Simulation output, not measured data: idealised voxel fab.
voxel quadruple lines: a process module
Displayed cross-section: cut, width of 215 nm, square cells sized 5 nm.
In this document a cross-section is written as a grid of square cells. It is given as a series of bands, listed from the top down, and a band is one or more rows of cells.
Heads up on the band format: heights come first, top then bottom, in nm. After that it's the materials left to right, each with its width in nm. A single material flagged "throughout" fills the whole band edge to edge, and "empty" means there's empty space there.
The reference from which all heights are counted is 0, the level beneath which the as-received wafer is entirely one material; the lowest band, having no lower bound, proceeds downward and is written after the example "from 0 down".
Read "30..40" as a graded width: first number on top, second number at the bottom, same change between each pair of neighbouring rows.
Where a step carries "nothing different", the cross-section came out of it unchanged, cell for cell.
"Trapped cavities" contains a list of empty spaces, each no smaller than 8 cells and without an open way to the top, written in the form width x height at distance with the distance from the left edge and all three in nm.
If you see something after the settings on a step's line, that's the simulator's own remark about that step.
Each step line may optionally specify "overlay nm", which for a step with a mask gives the rightward distance between the mask's planned place and where it lay, a negative value indicating the leftward direction.
List of planned process steps:
1) RECEIVE (material Si)
2) CONFORMAL_DEP (material Al2O3; thk nm 5)
3) DIRECTIONAL_DEP (material TiN; thk nm 10)
4) DIRECTIONAL_DEP (material polySi; thk nm 15)
5) DIRECTIONAL_DEP (material aC; thk nm 20)
6) PATTERN (tone cover; mask id MANDREL; material resist; width nm 35; pitch nm 100; thk nm 25; overlay nm 0)
7) DIRECTIONAL_ETCH (etch materials aC; depth nm 20)
8) STRIP (etch materials resist)
9) CONFORMAL_DEP (material SiO2; thk nm 15)
10) DIRECTIONAL_ETCH (etch materials SiO2; depth nm 15)
11) STRIP (etch materials aC)
12) DIRECTIONAL_ETCH (etch materials polySi; depth nm 15)
13) STRIP (etch materials SiO2)
14) CONFORMAL_DEP (material SiCN; thk nm 10)
15) DIRECTIONAL_ETCH (etch materials SiCN; depth nm 10)
16) STRIP (etch materials polySi)
17) DIRECTIONAL_ETCH (etch materials TiN; depth nm 10)
18) STRIP (etch materials SiCN)
19) FILL_DEP (material lowk; thk nm 10)
20) CMP (height nm 15)
Here's what the wafer looked like in cross-section when it arrived - that's after step 1:
from 0 down  Si throughout
Trapped cavities: none
The plan above was carried out on the starting structure above with one mistake, and this cross-section shows the wafer at the end of the module:
from 15 to 5  20 nm lowk  10 nm TiN  15 nm lowk  10 nm TiN  10 nm lowk  10 nm TiN  15 nm lowk  10 nm TiN  20 nm lowk  10 nm TiN  15 nm lowk  10 nm TiN  10 nm lowk  10 nm TiN  15 nm lowk  10 nm TiN  15 nm lowk
from 5 to 0  Al2O3 throughout
from 0 down  Si throughout
Trapped cavities: none
Diagnosis: not per plan at step 6, really ran PATTERN (tone cover; mask id MANDREL; material resist; width nm 30; pitch nm 100; thk nm 25; overlay nm 0)
